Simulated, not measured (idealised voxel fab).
The following process module bears the name voxel released beams.
cross-section cut | 290 nm wide | cells 5 nm
We lay out every cross-section as a grid of square cells and spell it out in bands from the top down, where one band means one or more rows of cells.
Heads up on the band format: heights come first, top then bottom, in nm. After that it's the materials left to right, each with its width in nm. A single material flagged "throughout" fills the whole band edge to edge, and "empty" means there's empty space there.
The level at which height equals 0 is the one under which the wafer, as it arrives, is entirely one material. No lower edge exists for the bottom band, which continues downward and is notated as in "top 0, no bottom".
A width given as "30..40" starts at the first number in the band's top row and ends at the second number in its bottom row, shifting by an equal amount at every step from row to row.
Where the words "nothing altered" appear for a step, the cross-section shows no cell changed by that step; every cell remained as before.
In the "Voids lacking openings" entry, you get each enclosed empty space of 8 cells or more, one with no open way to the top, written width x height at distance, distance from the left edge, in nm.
Post-settings text on a step line: simulator's own remark regarding the step.
overlay nm: mask right of planned place by this much (step with mask). Neg. = left.
-- The process steps that were planned are listed below
| 1 | RECEIVE [material Si] |
| 2 | CONFORMAL_DEP [material Al2O3] [thk nm 5] |
| 3 | DIRECTIONAL_DEP [material SiO2] [thk nm 15] |
| 4 | PATTERN [tone open] [mask id ANCHOR] [material resist] [width nm 25] [thk nm 15] [overlay nm 0] |
| 5 | DIRECTIONAL_ETCH [etch materials SiO2] [depth nm 15] |
| 6 | STRIP [etch materials resist] |
| 7 | CONFORMAL_DEP [material polySi] [thk nm 10] |
| 8 | MASKED_ETCH [tone cover] [mask id BEAM] [width nm 95] [etch materials polySi] [depth nm 10] [overlay nm 0] |
| 9 | STRIP [etch materials SiO2] |
-- Incoming wafer, cross-sectional view, post step 1
- top 0, no bottom  Si throughout
- Voids lacking openings: none
-- Result of the module, cross-sectioned: start per above, plan per above, one error in how it was run
- top 30, bottom 20  100 nm empty, then 10 nm polySi, then 5 nm empty, then 70 nm polySi, then 105 nm empty
- top 20, bottom 15  100 nm empty, then 10 nm polySi, then 5 nm empty, then 10 nm polySi, then 165 nm empty
- top 15, bottom 5  100 nm empty, then 25 nm polySi, then 165 nm empty
- top 5, bottom 0  Al2O3 throughout
- top 0, no bottom  Si throughout
- Voids lacking openings: none
Against the plan, the run slipped here: step 8 deviated from plan and actually ran as MASKED_ETCH [tone cover] [mask id BEAM] [width nm 85] [etch materials polySi] [depth nm 10] [overlay nm 0]
